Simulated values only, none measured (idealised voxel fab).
Process module, titled voxel ribs on slabs
This is section cut - it's 260 nm across, gridded in 5 nm square cells.
Square cells in a grid make up a cross-section in this document, and the grid is given as bands, listed from the top down, each one or more rows of cells. First you get the band's top height and its bottom height, in nm, and then the materials it's made of, left to right, with each width in nm. If you see a single material with "edge to edge", that one covers the band edge to edge. "air" is empty space. Heights are expressed relative to 0, this being the level below which the as-received wafer comprises one material exclusively. The lowest band is unbounded in the downward direction and is denoted as in "from 0 down". Quick explanation for "30..40": the width changes in equal steps down the rows of cells, from the first number in the band's top row to the second number in its bottom row. Where the words "nothing different" appear for a step, the cross-section shows no cell changed by that step; every cell remained as before. Basically, "Listed closed voids" tells you about the enclosed voids: empty spaces with no open way to the top, 8 cells or bigger, each written width x height at distance, where distance is from the left edge, all in nm. That trailing text on a step's line, after the settings, is the simulator's own remark on the step. overlay nm: on a step with a mask, how far right of its planned place the mask lay; negative means left.
**The planned process steps are enumerated hereunder**
1,RECEIVE (material Si)
2,DIRECTIONAL_DEP (material SiO2; thk nm 30)
3,DIRECTIONAL_DEP (material SiN; thk nm 15)
4,PATTERN (tone cover; mask id RIB; material resist; width nm 25; thk nm 15; overlay nm 0)
5,DIRECTIONAL_ETCH (etch materials SiN; depth nm 5)
6,STRIP (etch materials resist)
7,MASKED_ETCH (tone cover; mask id SLAB; width nm 55; etch materials SiN; depth nm 10; overlay nm 0)
8,FILL_DEP (material SiO2; thk nm 25)
9,CMP (height nm 65)
10,DIRECTIONAL_DEP (material TiN; thk nm 5)
11,MASKED_ETCH (tone cover; mask id HEATER; width nm 35; etch materials TiN; depth nm 5; overlay nm 0)
12,CONFORMAL_DEP (material SiO2; thk nm 5)
**Incoming wafer, cross-sectional view, post step 1**
> from 0 down  Si edge to edge
> Listed closed voids: none
**First wafer of two, sectioned at end of module; run went per plan**
> from 75 to 70  air=105 / SiO2=45 / air=110
> from 70 to 65  SiO2=110 / TiN=35 / SiO2=115
> from 65 to 45  SiO2 edge to edge
> from 45 to 40  SiO2=115 / SiN=25 / SiO2=120
> from 40 to 30  SiO2=100 / SiN=55 / SiO2=105
> from 30 to 0  SiO2 edge to edge
> from 0 down  Si edge to edge
> Listed closed voids: none
**second wafer at the end: like start, like plan, one mistake**
> from 75 to 70  air=105 / SiO2=45 / air=110
> from 70 to 65  SiO2=110 / TiN=35 / SiO2=115
> from 65 to 50  SiO2 edge to edge
> from 50 to 45  SiO2=115 / SiN=25 / SiO2=120
> from 45 to 35  SiO2=100 / SiN=55 / SiO2=105
> from 35 to 30  SiN edge to edge
> from 30 to 0  SiO2 edge to edge
> from 0 down  Si edge to edge
> Listed closed voids: none
Deviation noted in wafer processing: note that step 3 departed from the planned setting and was carried out as DIRECTIONAL_DEP (material SiN; thk nm 20)
Counted in cells at the end, the second wafer holds more or fewer of these materials than the first: 52 more of SiN, 52 fewer of SiO2
